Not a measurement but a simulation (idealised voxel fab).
This is a process module. Its name is voxel transistor to metal.
The width of the displayed cross-section, cut, is 160 nm; its cells are square, with a size of 5 nm.
Cross-section format: a grid of square cells, given as bands from top to bottom; each band is one or more rows of cells.
A band entry consists of two parts. The first gives the height of the band's top and the height of its bottom, in nm. The rest lists the band's materials from left to right, each with its width in nm. A single material labelled with the word "throughout" fills the band from edge to edge, and the word "blank" marks empty space.
Height is counted from the level 0, under which the received wafer is composed throughout of one material. The lowest of the bands is not closed at the bottom but continues downward, in the notation "top 0, no bottom".
The expression "30 to 40" gives the width at the extremes of the band, the first number at its top row of cells and the second at its bottom row, with the width changing by equal amounts from each row to the next in between.
"no change", as given for a step, is the statement that not any cell of the cross-section underwent a change during that step.
Empty spaces counting at least 8 cells and having no open way to the top are listed in "Closed void catalog". The notation width x height at distance is used for each, the distance being from the left edge and all three values in nm.
Step line, after settings: the simulator's comment on this step.
The optional step-line setting "overlay nm" applies to steps with a mask and quantifies how far to the right of its planned location the mask lay, a negative value indicating leftward placement.
Each pair below shows a cross-section before one step and the cross-section after it, down to the lowest band that changed. The line under each pair gives the step between them, with its settings. The pairs can come from different runs of this module on the same starting wafer, so a pair continues from the pair above only where its "State before step" says so.

# State before step
    top 25, bottom 20 | 45 nm blank, 10 nm SiN, 45 nm blank, 10 nm SiN, 50 nm blank
    top 20, bottom 0 | 45 nm SiO2, 10 nm SiN, 45 nm blank, 10 nm SiN, 50 nm SiO2
    top 0, bottom -5 | 15 nm SiO2, 30 nm SiGe, 10 nm SiO2, 45 nm blank, 10 nm SiO2, 30 nm SiGe, 20 nm SiO2
    top -5, bottom -25 | 20 nm SiO2, 115 nm Si, 25 nm SiO2
    top -25, no bottom | Si throughout
    Closed void catalog: none

# Post-Step Snapshot
    top 30, bottom 25 | 40 nm blank, 20 nm TiN, 35 nm blank, 20 nm TiN, 45 nm blank
    top 25, bottom 20 | 45 nm TiN, 10 nm SiN, 5 nm TiN, 35 nm blank, 5 nm TiN, 10 nm SiN, 50 nm TiN
    top 20, bottom 0 | 45 nm SiO2, 10 nm SiN, 5 nm TiN, 35 nm blank, 5 nm TiN, 10 nm SiN, 50 nm SiO2
    top 0, bottom -5 | 15 nm SiO2, 30 nm SiGe, 10 nm SiO2, 45 nm TiN, 10 nm SiO2, 30 nm SiGe, 20 nm SiO2
    Under -5: no change, same as before.
    Closed void catalog: none
Looking at the two cross-sections above, the step in the middle is CONFORMAL_DEP, material TiN, thk nm 5

State before step: no separate figure, the pair right above already shows it after its step.

# Post-Step Snapshot
    top 40, bottom 30 | W throughout
    top 30, bottom 25 | 40 nm W, 20 nm TiN, 35 nm W, 20 nm TiN, 45 nm W
    top 25, bottom 20 | 45 nm TiN, 10 nm SiN, 5 nm TiN, 35 nm W, 5 nm TiN, 10 nm SiN, 50 nm TiN
    top 20, bottom 0 | 45 nm SiO2, 10 nm SiN, 5 nm TiN, 35 nm W, 5 nm TiN, 10 nm SiN, 50 nm SiO2
    Under 0: no change, same as before.
    Closed void catalog: none
Looking at the two cross-sections above, the step in the middle is FILL_DEP, material W, thk nm 10

State before step: no separate figure, the pair right above already shows it after its step.

# Post-Step Snapshot
    top 20, bottom 0 | 45 nm SiO2, 10 nm SiN, 5 nm TiN, 35 nm W, 5 nm TiN, 10 nm SiN, 50 nm SiO2
    Under 0: no change, same as before.
    Closed void catalog: none
Looking at the two cross-sections above, the step in the middle is CMP, height nm 20

State before step: no separate figure, the pair right above already shows it after its step.

# Post-Step Snapshot
    top 35, bottom 20 | SiO2 throughout
    Under 20: no change, same as before.
    Closed void catalog: none
Looking at the two cross-sections above, the step in the middle is DIRECTIONAL_DEP, material SiO2, thk nm 15

State before step: no separate figure, the pair right above already shows it after its step.

# Post-Step Snapshot
    top 35, bottom 20 | 25 nm SiO2, 20 nm blank, 65 nm SiO2, 20 nm blank, 30 nm SiO2
    top 20, bottom 0 | 25 nm SiO2, 20 nm blank, 10 nm SiN, 5 nm TiN, 35 nm W, 5 nm TiN, 10 nm SiN, 20 nm blank, 30 nm SiO2
    Under 0: no change, same as before.
    Closed void catalog: none
Looking at the two cross-sections above, the step in the middle is MASKED_ETCH, tone open, mask id CONTACT, width nm 20, pitch nm 85, etch materials SiO2, depth nm 35, overlay nm 0

State before step: no separate figure, the pair right above already shows it after its step.

# Post-Step Snapshot
    top 40, bottom 35 | 30 nm TiN, 10 nm blank, 75 nm TiN, 10 nm blank, 35 nm TiN
    top 35, bottom 20 | 25 nm SiO2, 5 nm TiN, 10 nm blank, 5 nm TiN, 65 nm SiO2, 5 nm TiN, 10 nm blank, 5 nm TiN, 30 nm SiO2
    top 20, bottom 5 | 25 nm SiO2, 5 nm TiN, 10 nm blank, 5 nm TiN, 10 nm SiN, 5 nm TiN, 35 nm W, 5 nm TiN, 10 nm SiN, 5 nm TiN, 10 nm blank, 5 nm TiN, 30 nm SiO2
    top 5, bottom 0 | 25 nm SiO2, 20 nm TiN, 10 nm SiN, 5 nm TiN, 35 nm W, 5 nm TiN, 10 nm SiN, 20 nm TiN, 30 nm SiO2
    Under 0: no change, same as before.
    Closed void catalog: none
Looking at the two cross-sections above, the step in the middle is CONFORMAL_DEP, material TiN, thk nm 5

State before step: no separate figure, the pair right above already shows it after its step.

# Post-Step Snapshot
    top 45, bottom 40 | Ru throughout
    top 40, bottom 35 | 30 nm TiN, 10 nm Ru, 75 nm TiN, 10 nm Ru, 35 nm TiN
    top 35, bottom 20 | 25 nm SiO2, 5 nm TiN, 10 nm Ru, 5 nm TiN, 65 nm SiO2, 5 nm TiN, 10 nm Ru, 5 nm TiN, 30 nm SiO2
    top 20, bottom 5 | 25 nm SiO2, 5 nm TiN, 10 nm Ru, 5 nm TiN, 10 nm SiN, 5 nm TiN, 35 nm W, 5 nm TiN, 10 nm SiN, 5 nm TiN, 10 nm Ru, 5 nm TiN, 30 nm SiO2
    Under 5: no change, same as before.
    Closed void catalog: none
Looking at the two cross-sections above, the step in the middle is FILL_DEP, material Ru, thk nm 5

State before step: no separate figure, the pair right above already shows it after its step.

# Post-Step Snapshot
    top 35, bottom 20 | 25 nm SiO2, 5 nm TiN, 10 nm Ru, 5 nm TiN, 65 nm SiO2, 5 nm TiN, 10 nm Ru, 5 nm TiN, 30 nm SiO2
    Under 20: no change, same as before.
    Closed void catalog: none
Looking at the two cross-sections above, the step in the middle is CMP, height nm 35

State before step: no separate figure, the pair right above already shows it after its step.

# Post-Step Snapshot
    top 40, bottom 35 | SiCN throughout
    Under 35: no change, same as before.
    Closed void catalog: none
Looking at the two cross-sections above, the step in the middle is CONFORMAL_DEP, material SiCN, thk nm 5

State before step: no separate figure, the pair right above already shows it after its step.

# Post-Step Snapshot
    top 60, bottom 40 | SiO2 throughout
    Under 40: no change, same as before.
    Closed void catalog: none
Looking at the two cross-sections above, the step in the middle is DIRECTIONAL_DEP, material SiO2, thk nm 20

State before step: no separate figure, the pair right above already shows it after its step.

# Post-Step Snapshot
    top 70, bottom 60 | aC throughout
    Under 60: no change, same as before.
    Closed void catalog: none
Looking at the two cross-sections above, the step in the middle is DIRECTIONAL_DEP, material aC, thk nm 10

State before step: no separate figure, the pair right above already shows it after its step.

# Post-Step Snapshot
    top 95, bottom 70 | 25 nm resist, 20 nm blank, 65 nm resist, 20 nm blank, 30 nm resist
    Under 70: no change, same as before.
    Closed void catalog: none
Looking at the two cross-sections above, the step in the middle is PATTERN, tone open, mask id METAL_1, material resist, width nm 20, pitch nm 85, thk nm 25, overlay nm 0

State before step: no separate figure, the pair right above already shows it after its step.

# Post-Step Snapshot
    top 85, bottom 70 | 25 nm resist, 20 nm blank, 65 nm resist, 20 nm blank, 30 nm resist
    top 70, bottom 60 | 25 nm aC, 20 nm blank, 65 nm aC, 20 nm blank, 30 nm aC
    Under 60: no change, same as before.
    Closed void catalog: none
Looking at the two cross-sections above, the step in the middle is DIRECTIONAL_ETCH, etch materials aC, depth nm 10

State before step: no separate figure, the pair right above already shows it after its step.

# Post-Step Snapshot
    top 70, bottom 60 | 25 nm aC, 20 nm blank, 65 nm aC, 20 nm blank, 30 nm aC
    Under 60: no change, same as before.
    Closed void catalog: none
Looking at the two cross-sections above, the step in the middle is STRIP, etch materials resist

State before step: no separate figure, the pair right above already shows it after its step.

# Post-Step Snapshot
    top 70, bottom 60 | 25 nm aC, 20 nm blank, 65 nm aC, 20 nm blank, 30 nm aC
    top 60, bottom 40 | 25 nm SiO2, 20 nm blank, 65 nm SiO2, 20 nm blank, 30 nm SiO2
    Under 40: no change, same as before.
    Closed void catalog: none
Looking at the two cross-sections above, the step in the middle is DIRECTIONAL_ETCH, etch materials SiO2, depth nm 20

State before step: no separate figure, the pair right above already shows it after its step.

# Post-Step Snapshot
    top 70, bottom 60 | 25 nm aC, 20 nm blank, 65 nm aC, 20 nm blank, 30 nm aC
    top 60, bottom 40 | 25 nm SiO2, 20 nm blank, 65 nm SiO2, 20 nm blank, 30 nm SiO2
    top 40, bottom 35 | 25 nm SiCN, 20 nm blank, 65 nm SiCN, 20 nm blank, 30 nm SiCN
    Under 35: no change, same as before.
    Closed void catalog: none
Looking at the two cross-sections above, the step in the middle is DIRECTIONAL_ETCH, etch materials SiCN, depth nm 5

State before step: no separate figure, the pair right above already shows it after its step.

# Post-Step Snapshot
    top 60, bottom 40 | 25 nm SiO2, 20 nm blank, 65 nm SiO2, 20 nm blank, 30 nm SiO2
    Under 40: no change, same as before.
    Closed void catalog: none
Looking at the two cross-sections above, the step in the middle is STRIP, etch materials aC

State before step: no separate figure, the pair right above already shows it after its step.

# Post-Step Snapshot
    top 65, bottom 60 | 30 nm TiN, 10 nm blank, 75 nm TiN, 10 nm blank, 35 nm TiN
    top 60, bottom 40 | 25 nm SiO2, 5 nm TiN, 10 nm blank, 5 nm TiN, 65 nm SiO2, 5 nm TiN, 10 nm blank, 5 nm TiN, 30 nm SiO2
    top 40, bottom 35 | 25 nm SiCN, 20 nm TiN, 65 nm SiCN, 20 nm TiN, 30 nm SiCN
    Under 35: no change, same as before.
    Closed void catalog: none
Looking at the two cross-sections above, the step in the middle is CONFORMAL_DEP, material TiN, thk nm 5

State before step: no separate figure, the pair right above already shows it after its step.

# Post-Step Snapshot
    top 70, bottom 65 | Cu throughout
    top 65, bottom 60 | 30 nm TiN, 10 nm Cu, 75 nm TiN, 10 nm Cu, 35 nm TiN
    top 60, bottom 40 | 25 nm SiO2, 5 nm TiN, 10 nm Cu, 5 nm TiN, 65 nm SiO2, 5 nm TiN, 10 nm Cu, 5 nm TiN, 30 nm SiO2
    Under 40: no change, same as before.
    Closed void catalog: none
Looking at the two cross-sections above, the step in the middle is FILL_DEP, material Cu, thk nm 5

State before step: no separate figure, the pair right above already shows it after its step.

# Post-Step Snapshot
    top 60, bottom 40 | 25 nm SiO2, 5 nm TiN, 10 nm Cu, 5 nm TiN, 65 nm SiO2, 5 nm TiN, 10 nm Cu, 5 nm TiN, 30 nm SiO2
    Under 40: no change, same as before.
    Closed void catalog: none
Looking at the two cross-sections above, the step in the middle is CMP, height nm 60

State before step: no separate figure, the pair right above already shows it after its step.

# Post-Step Snapshot
    top 65, bottom 60 | SiCN throughout
    Under 60: no change, same as before.
    Closed void catalog: none
Looking at the two cross-sections above, the step in the middle is CONFORMAL_DEP, material SiCN, thk nm 5

State before step: no separate figure, the pair right above already shows it after its step.

# Post-Step Snapshot
    top 90, bottom 65 | lowk throughout
    Under 65: no change, same as before.
    Closed void catalog: none
Looking at the two cross-sections above, the step in the middle is DIRECTIONAL_DEP, material lowk, thk nm 25

State before step: no separate figure, the pair right above already shows it after its step.

# Post-Step Snapshot
    top 110, bottom 90 | 25 nm resist, 20 nm blank, 65 nm resist, 20 nm blank, 30 nm resist
    Under 90: no change, same as before.
    Closed void catalog: none
Looking at the two cross-sections above, the step in the middle is PATTERN, tone open, mask id METAL_2, material resist, width nm 20, pitch nm 85, thk nm 20, overlay nm 0

State before step: no separate figure, the pair right above already shows it after its step.

# Post-Step Snapshot
    top 110, bottom 90 | 25 nm resist, 20 nm blank, 65 nm resist, 20 nm blank, 30 nm resist
    top 90, bottom 75 | 25 nm lowk, 20 nm blank, 65 nm lowk, 20 nm blank, 30 nm lowk
    Under 75: no change, same as before.
    Closed void catalog: none
Looking at the two cross-sections above, the step in the middle is DIRECTIONAL_ETCH, etch materials lowk, depth nm 15

State before step: no separate figure, the pair right above already shows it after its step.

# Post-Step Snapshot
    top 90, bottom 75 | 25 nm lowk, 20 nm blank, 65 nm lowk, 20 nm blank, 30 nm lowk
    Under 75: no change, same as before.
    Closed void catalog: none
Looking at the two cross-sections above, the step in the middle is STRIP, etch materials resist

State before step: no separate figure, the pair right above already shows it after its step.

# Post-Step Snapshot
    top 90, bottom 75 | 25 nm lowk, 20 nm blank, 65 nm lowk, 20 nm blank, 30 nm lowk
    top 75, bottom 65 | 25 nm lowk, 15 nm blank, 70 nm lowk, 15 nm blank, 35 nm lowk
    Under 65: no change, same as before.
    Closed void catalog: none
Looking at the two cross-sections above, the step in the middle is MASKED_ETCH, tone open, mask id METAL_2_HOLES, width nm 15, pitch nm 85, etch materials lowk, depth nm 10, overlay nm 0

State before step: no separate figure, the pair right above already shows it after its step.

# Post-Step Snapshot
    top 90, bottom 75 | 25 nm lowk, 20 nm blank, 65 nm lowk, 20 nm blank, 30 nm lowk
    top 75, bottom 65 | 25 nm lowk, 15 nm blank, 70 nm lowk, 15 nm blank, 35 nm lowk
    top 65, bottom 60 | 25 nm SiCN, 15 nm blank, 70 nm SiCN, 15 nm blank, 35 nm SiCN
    Under 60: no change, same as before.
    Closed void catalog: none
Looking at the two cross-sections above, the step in the middle is MASKED_ETCH, tone open, mask id METAL_2_HOLES, width nm 15, pitch nm 85, etch materials SiCN, depth nm 5, overlay nm 0

State before step: no separate figure, the pair right above already shows it after its step.

# Post-Step Snapshot
    top 95, bottom 90 | 30 nm TiN, 10 nm blank, 75 nm TiN, 10 nm blank, 35 nm TiN
    top 90, bottom 80 | 25 nm lowk, 5 nm TiN, 10 nm blank, 5 nm TiN, 65 nm lowk, 5 nm TiN, 10 nm blank, 5 nm TiN, 30 nm lowk
    top 80, bottom 75 | 25 nm lowk, 5 nm TiN, 5 nm blank, 10 nm TiN, 65 nm lowk, 5 nm TiN, 5 nm blank, 10 nm TiN, 30 nm lowk
    top 75, bottom 65 | 25 nm lowk, 5 nm TiN, 5 nm blank, 5 nm TiN, 70 nm lowk, 5 nm TiN, 5 nm blank, 5 nm TiN, 35 nm lowk
    top 65, bottom 60 | 25 nm SiCN, 15 nm TiN, 70 nm SiCN, 15 nm TiN, 35 nm SiCN
    Under 60: no change, same as before.
    Closed void catalog: none
Looking at the two cross-sections above, the step in the middle is CONFORMAL_DEP, material TiN, thk nm 5

State before step: no separate figure, the pair right above already shows it after its step.

# Post-Step Snapshot
    top 105, bottom 95 | Cu throughout
    top 95, bottom 90 | 30 nm TiN, 10 nm Cu, 75 nm TiN, 10 nm Cu, 35 nm TiN
    top 90, bottom 80 | 25 nm lowk, 5 nm TiN, 10 nm Cu, 5 nm TiN, 65 nm lowk, 5 nm TiN, 10 nm Cu, 5 nm TiN, 30 nm lowk
    top 80, bottom 75 | 25 nm lowk, 5 nm TiN, 5 nm Cu, 10 nm TiN, 65 nm lowk, 5 nm TiN, 5 nm Cu, 10 nm TiN, 30 nm lowk
    top 75, bottom 65 | 25 nm lowk, 5 nm TiN, 5 nm Cu, 5 nm TiN, 70 nm lowk, 5 nm TiN, 5 nm Cu, 5 nm TiN, 35 nm lowk
    Under 65: no change, same as before.
    Closed void catalog: none
Looking at the two cross-sections above, the step in the middle is FILL_DEP, material Cu, thk nm 10

State before step: no separate figure, the pair right above already shows it after its step.

# Post-Step Snapshot
    top 90, bottom 80 | 25 nm lowk, 5 nm TiN, 10 nm Cu, 5 nm TiN, 65 nm lowk, 5 nm TiN, 10 nm Cu, 5 nm TiN, 30 nm lowk
    Under 80: no change, same as before.
    Closed void catalog: none
Looking at the two cross-sections above, the step in the middle is CMP, height nm 90

State before step: no separate figure, the pair right above already shows it after its step.

# Post-Step Snapshot
    top 95, bottom 90 | SiN throughout
    Under 90: no change, same as before.
    Closed void catalog: none
Looking at the two cross-sections above, the step in the middle is CONFORMAL_DEP, material SiN, thk nm 5

# State before step
    top 15, bottom 5 | 15 nm blank, 125 nm SiN, 20 nm blank
    top 5, bottom 0 | 15 nm blank, 125 nm SiO2, 20 nm blank
    top 0, bottom -20 | 15 nm blank, 125 nm Si, 20 nm blank
    top -20, no bottom | Si throughout
    Closed void catalog: none

# Post-Step Snapshot
    top 15, bottom 5 | 15 nm blank, 125 nm SiN, 20 nm blank
    top 5, bottom 0 | 15 nm blank, 125 nm SiO2, 20 nm blank
    top 0, bottom -40 | 15 nm blank, 125 nm Si, 20 nm blank
    Under -40: no change, same as before.
    Closed void catalog: none
Looking at the two cross-sections above, the step in the middle is MASKED_ETCH, tone cover, mask id ACTIVE, width nm 125, etch materials Si, depth nm 20, overlay nm 0

State before step: no separate figure, the pair right above already shows it after its step.

# Post-Step Snapshot
    top 15, bottom 5 | 15 nm blank, 125 nm SiN, 20 nm blank
    top 5, bottom 0 | 15 nm blank, 125 nm SiO2, 20 nm blank
    top 0, bottom -40 | 15 nm blank, 5 nm SiO2, 115 nm Si, 5 nm SiO2, 20 nm blank
    top -40, bottom -45 | 20 nm SiO2, 115 nm Si, 25 nm SiO2
    Under -45: no change, same as before.
    Closed void catalog: none
Looking at the two cross-sections above, the step in the middle is OXIDIZE, depth nm 5

State before step: no separate figure, the pair right above already shows it after its step.

# Post-Step Snapshot
    top 20, bottom 15 | SiO2 throughout
    top 15, bottom 5 | 15 nm SiO2, 125 nm SiN, 20 nm SiO2
    top 5, bottom 0 | SiO2 throughout
    top 0, bottom -45 | 20 nm SiO2, 115 nm Si, 25 nm SiO2
    Under -45: no change, same as before.
    Closed void catalog: none
Looking at the two cross-sections above, the step in the middle is FILL_DEP, material SiO2, thk nm 5

State before step: no separate figure, the pair right above already shows it after its step.

# Post-Step Snapshot
    top 15, bottom 5 | 15 nm SiO2, 125 nm SiN, 20 nm SiO2
    Under 5: no change, same as before.
    Closed void catalog: none
Looking at the two cross-sections above, the step in the middle is CMP, height nm 15

State before step: no separate figure, the pair right above already shows it after its step.

# Post-Step Snapshot
    top 15, bottom 5 | 15 nm blank, 125 nm SiN, 20 nm blank
    Under 5: no change, same as before.
    Closed void catalog: none
Looking at the two cross-sections above, the step in the middle is SELECTIVE_ETCH, etch materials SiO2, depth nm 10

State before step: no separate figure, the pair right above already shows it after its step.

# Post-Step Snapshot
    top 5, bottom 0 | SiO2 throughout
    Under 0: no change, same as before.
    Closed void catalog: none
Looking at the two cross-sections above, the step in the middle is STRIP, etch materials SiN

State before step: no separate figure, the pair right above already shows it after its step.

# Post-Step Snapshot
    top 0, bottom -45 | 20 nm SiO2, 115 nm Si, 25 nm SiO2
    Under -45: no change, same as before.
    Closed void catalog: none
Looking at the two cross-sections above, the step in the middle is SELECTIVE_ETCH, etch materials SiO2, depth nm 5

State before step: no separate figure, the pair right above already shows it after its step.

# Post-Step Snapshot
    top 0, bottom -5 | SiO2 throughout
    Under -5: no change, same as before.
    Closed void catalog: none
Looking at the two cross-sections above, the step in the middle is OXIDIZE, depth nm 5

State before step: no separate figure, the pair right above already shows it after its step.

# Post-Step Snapshot
    top 25, bottom 0 | polySi throughout
    Under 0: no change, same as before.
    Closed void catalog: none
Looking at the two cross-sections above, the step in the middle is DIRECTIONAL_DEP, material polySi, thk nm 25

State before step: no separate figure, the pair right above already shows it after its step.

# Post-Step Snapshot
    top 40, bottom 25 | SiCN throughout
    Under 25: no change, same as before.
    Closed void catalog: none
Looking at the two cross-sections above, the step in the middle is DIRECTIONAL_DEP, material SiCN, thk nm 15

State before step: no separate figure, the pair right above already shows it after its step.

# Post-Step Snapshot
    top 55, bottom 40 | 60 nm blank, 35 nm resist, 65 nm blank
    Under 40: no change, same as before.
    Closed void catalog: none
Looking at the two cross-sections above, the step in the middle is PATTERN, tone cover, mask id GATE, material resist, width nm 35, thk nm 15, overlay nm 0

State before step: no separate figure, the pair right above already shows it after its step.

# Post-Step Snapshot
    top 55, bottom 40 | 60 nm blank, 35 nm resist, 65 nm blank
    top 40, bottom 25 | 60 nm blank, 35 nm SiCN, 65 nm blank
    Under 25: no change, same as before.
    Closed void catalog: none
Looking at the two cross-sections above, the step in the middle is DIRECTIONAL_ETCH, etch materials SiCN, depth nm 25

State before step: no separate figure, the pair right above already shows it after its step.

# Post-Step Snapshot
    top 55, bottom 40 | 60 nm blank, 35 nm resist, 65 nm blank
    top 40, bottom 25 | 60 nm blank, 35 nm SiCN, 65 nm blank
    top 25, bottom 0 | 60 nm blank, 35 nm polySi, 65 nm blank
    Under 0: no change, same as before.
    Closed void catalog: none
Looking at the two cross-sections above, the step in the middle is DIRECTIONAL_ETCH, etch materials polySi, depth nm 35

State before step: no separate figure, the pair right above already shows it after its step.

# Post-Step Snapshot
    top 40, bottom 25 | 60 nm blank, 35 nm SiCN, 65 nm blank
    Under 25: no change, same as before.
    Closed void catalog: none
Looking at the two cross-sections above, the step in the middle is STRIP, etch materials resist

State before step: no separate figure, the pair right above already shows it after its step.

# Post-Step Snapshot
    top 45, bottom 40 | 55 nm blank, 45 nm SiO2, 60 nm blank
    top 40, bottom 25 | 55 nm blank, 5 nm SiO2, 35 nm SiCN, 5 nm SiO2, 60 nm blank
    top 25, bottom 5 | 55 nm blank, 5 nm SiO2, 35 nm polySi, 5 nm SiO2, 60 nm blank
    top 5, bottom 0 | 60 nm SiO2, 35 nm polySi, 65 nm SiO2
    Under 0: no change, same as before.
    Closed void catalog: none
Looking at the two cross-sections above, the step in the middle is CONFORMAL_DEP, material SiO2, thk nm 5

State before step: no separate figure, the pair right above already shows it after its step.

# Post-Step Snapshot
    top 40, bottom 25 | 55 nm blank, 5 nm SiO2, 35 nm SiCN, 5 nm SiO2, 60 nm blank
    top 25, bottom 0 | 55 nm blank, 5 nm SiO2, 35 nm polySi, 5 nm SiO2, 60 nm blank
    Under 0: no change, same as before.
    Closed void catalog: none
Looking at the two cross-sections above, the step in the middle is DIRECTIONAL_ETCH, etch materials SiO2, depth nm 5

State before step: no separate figure, the pair right above already shows it after its step.

# Post-Step Snapshot
    top 50, bottom 40 | 45 nm blank, 65 nm SiN, 50 nm blank
    top 40, bottom 25 | 45 nm blank, 10 nm SiN, 5 nm SiO2, 35 nm SiCN, 5 nm SiO2, 10 nm SiN, 50 nm blank
    top 25, bottom 10 | 45 nm blank, 10 nm SiN, 5 nm SiO2, 35 nm polySi, 5 nm SiO2, 10 nm SiN, 50 nm blank
    top 10, bottom 0 | 55 nm SiN, 5 nm SiO2, 35 nm polySi, 5 nm SiO2, 60 nm SiN
    Under 0: no change, same as before.
    Closed void catalog: none
Looking at the two cross-sections above, the step in the middle is CONFORMAL_DEP, material SiN, thk nm 10

State before step: no separate figure, the pair right above already shows it after its step.

# Post-Step Snapshot
    top 40, bottom 25 | 45 nm blank, 10 nm SiN, 5 nm SiO2, 35 nm SiCN, 5 nm SiO2, 10 nm SiN, 50 nm blank
    top 25, bottom 0 | 45 nm blank, 10 nm SiN, 5 nm SiO2, 35 nm polySi, 5 nm SiO2, 10 nm SiN, 50 nm blank
    Under 0: no change, same as before.
    Closed void catalog: none
Looking at the two cross-sections above, the step in the middle is DIRECTIONAL_ETCH, etch materials SiN, depth nm 10

State before step: no separate figure, the pair right above already shows it after its step.

# Post-Step Snapshot
    top 40, bottom 35 | 45 nm blank, 10 nm SiN, 5 nm blank, 35 nm SiCN, 5 nm blank, 10 nm SiN, 50 nm blank
    top 35, bottom 25 | 45 nm blank, 10 nm SiN, 5 nm SiO2, 35 nm SiCN, 5 nm SiO2, 10 nm SiN, 50 nm blank
    top 25, bottom 0 | 45 nm blank, 10 nm SiN, 5 nm SiO2, 35 nm polySi, 5 nm SiO2, 10 nm SiN, 50 nm blank
    top 0, bottom -5 | 45 nm blank, 65 nm SiO2, 50 nm blank
    Under -5: no change, same as before.
    Closed void catalog: none
Looking at the two cross-sections above, the step in the middle is DIRECTIONAL_ETCH, etch materials SiO2, depth nm 5

State before step: no separate figure, the pair right above already shows it after its step.

# Post-Step Snapshot
    top 40, bottom 35 | 45 nm blank, 10 nm SiN, 5 nm blank, 35 nm SiCN, 5 nm blank, 10 nm SiN, 50 nm blank
    top 35, bottom 25 | 45 nm blank, 10 nm SiN, 5 nm SiO2, 35 nm SiCN, 5 nm SiO2, 10 nm SiN, 50 nm blank
    top 25, bottom 0 | 45 nm blank, 10 nm SiN, 5 nm SiO2, 35 nm polySi, 5 nm SiO2, 10 nm SiN, 50 nm blank
    top 0, bottom -5 | 15 nm blank, 30 nm SiGe, 65 nm SiO2, 30 nm SiGe, 20 nm blank
    Under -5: no change, same as before.
    Closed void catalog: none
Looking at the two cross-sections above, the step in the middle is EPI, material SiGe, thk nm 5

State before step: no separate figure, the pair right above already shows it after its step.

# Post-Step Snapshot
    top 45, bottom 40 | SiO2 throughout
    top 40, bottom 25 | 45 nm SiO2, 10 nm SiN, 5 nm SiO2, 35 nm SiCN, 5 nm SiO2, 10 nm SiN, 50 nm SiO2
    top 25, bottom 0 | 45 nm SiO2, 10 nm SiN, 5 nm SiO2, 35 nm polySi, 5 nm SiO2, 10 nm SiN, 50 nm SiO2
    top 0, bottom -5 | 15 nm SiO2, 30 nm SiGe, 65 nm SiO2, 30 nm SiGe, 20 nm SiO2
    Under -5: no change, same as before.
    Closed void catalog: none
Looking at the two cross-sections above, the step in the middle is FILL_DEP, material SiO2, thk nm 5

State before step: no separate figure, the pair right above already shows it after its step.

# Post-Step Snapshot
    top 25, bottom 0 | 45 nm SiO2, 10 nm SiN, 5 nm SiO2, 35 nm polySi, 5 nm SiO2, 10 nm SiN, 50 nm SiO2
    Under 0: no change, same as before.
    Closed void catalog: none
Looking at the two cross-sections above, the step in the middle is CMP, height nm 25

State before step: no separate figure, the pair right above already shows it after its step.

# Post-Step Snapshot
    top 25, bottom 0 | 45 nm SiO2, 10 nm SiN, 5 nm SiO2, 35 nm blank, 5 nm SiO2, 10 nm SiN, 50 nm SiO2
    Under 0: no change, same as before.
    Closed void catalog: none
Looking at the two cross-sections above, the step in the middle is STRIP, etch materials polySi

State before step: no separate figure, the pair right above already shows it after its step.

# Post-Step Snapshot
    top 25, bottom 20 | 45 nm blank, 10 nm SiN, 45 nm blank, 10 nm SiN, 50 nm blank
    top 20, bottom 0 | 45 nm SiO2, 10 nm SiN, 45 nm blank, 10 nm SiN, 50 nm SiO2
    top 0, bottom -5 | 15 nm SiO2, 30 nm SiGe, 10 nm SiO2, 45 nm blank, 10 nm SiO2, 30 nm SiGe, 20 nm SiO2
    Under -5: no change, same as before.
    Closed void catalog: none
Looking at the two cross-sections above, the step in the middle is SELECTIVE_ETCH, etch materials SiO2, depth nm 5

State before step: no separate figure, the pair right above already shows it after its step.

# Post-Step Snapshot
    top 30, bottom 25 | 40 nm blank, 20 nm HfO2, 35 nm blank, 20 nm HfO2, 45 nm blank
    top 25, bottom 20 | 45 nm HfO2, 10 nm SiN, 5 nm HfO2, 35 nm blank, 5 nm HfO2, 10 nm SiN, 50 nm HfO2
    top 20, bottom 0 | 45 nm SiO2, 10 nm SiN, 5 nm HfO2, 35 nm blank, 5 nm HfO2, 10 nm SiN, 50 nm SiO2
    top 0, bottom -5 | 15 nm SiO2, 30 nm SiGe, 10 nm SiO2, 45 nm HfO2, 10 nm SiO2, 30 nm SiGe, 20 nm SiO2
    Under -5: no change, same as before.
    Closed void catalog: none
Looking at the two cross-sections above, the step in the middle is CONFORMAL_DEP, material HfO2, thk nm 5

State before step: no separate figure, the pair right above already shows it after its step.

# Post-Step Snapshot
    top 35, bottom 30 | 35 nm blank, 30 nm TiN, 25 nm blank, 30 nm TiN, 40 nm blank
    top 30, bottom 25 | 40 nm TiN, 20 nm HfO2, 5 nm TiN, 25 nm blank, 5 nm TiN, 20 nm HfO2, 45 nm TiN
    top 25, bottom 20 | 45 nm HfO2, 10 nm SiN, 5 nm HfO2, 5 nm TiN, 25 nm blank, 5 nm TiN, 5 nm HfO2, 10 nm SiN, 50 nm HfO2
    top 20, bottom 5 | 45 nm SiO2, 10 nm SiN, 5 nm HfO2, 5 nm TiN, 25 nm blank, 5 nm TiN, 5 nm HfO2, 10 nm SiN, 50 nm SiO2
    top 5, bottom 0 | 45 nm SiO2, 10 nm SiN, 5 nm HfO2, 35 nm TiN, 5 nm HfO2, 10 nm SiN, 50 nm SiO2
    Under 0: no change, same as before.
    Closed void catalog: none
Looking at the two cross-sections above, the step in the middle is CONFORMAL_DEP, material TiN, thk nm 5

State before step: no separate figure, the pair right above already shows it after its step.

# Post-Step Snapshot
    top 45, bottom 35 | W throughout
    top 35, bottom 30 | 35 nm W, 30 nm TiN, 25 nm W, 30 nm TiN, 40 nm W
    top 30, bottom 25 | 40 nm TiN, 20 nm HfO2, 5 nm TiN, 25 nm W, 5 nm TiN, 20 nm HfO2, 45 nm TiN
    top 25, bottom 20 | 45 nm HfO2, 10 nm SiN, 5 nm HfO2, 5 nm TiN, 25 nm W, 5 nm TiN, 5 nm HfO2, 10 nm SiN, 50 nm HfO2
    top 20, bottom 5 | 45 nm SiO2, 10 nm SiN, 5 nm HfO2, 5 nm TiN, 25 nm W, 5 nm TiN, 5 nm HfO2, 10 nm SiN, 50 nm SiO2
    Under 5: no change, same as before.
    Closed void catalog: none
Looking at the two cross-sections above, the step in the middle is FILL_DEP, material W, thk nm 10

State before step: no separate figure, the pair right above already shows it after its step.

# Post-Step Snapshot
    top 20, bottom 5 | 45 nm SiO2, 10 nm SiN, 5 nm HfO2, 5 nm TiN, 25 nm W, 5 nm TiN, 5 nm HfO2, 10 nm SiN, 50 nm SiO2
    Under 5: no change, same as before.
    Closed void catalog: none
Looking at the two cross-sections above, the step in the middle is CMP, height nm 20

State before step: no separate figure, the pair right above already shows it after its step.

# Post-Step Snapshot
    top 35, bottom 20 | SiO2 throughout
    Under 20: no change, same as before.
    Closed void catalog: none
Looking at the two cross-sections above, the step in the middle is DIRECTIONAL_DEP, material SiO2, thk nm 15
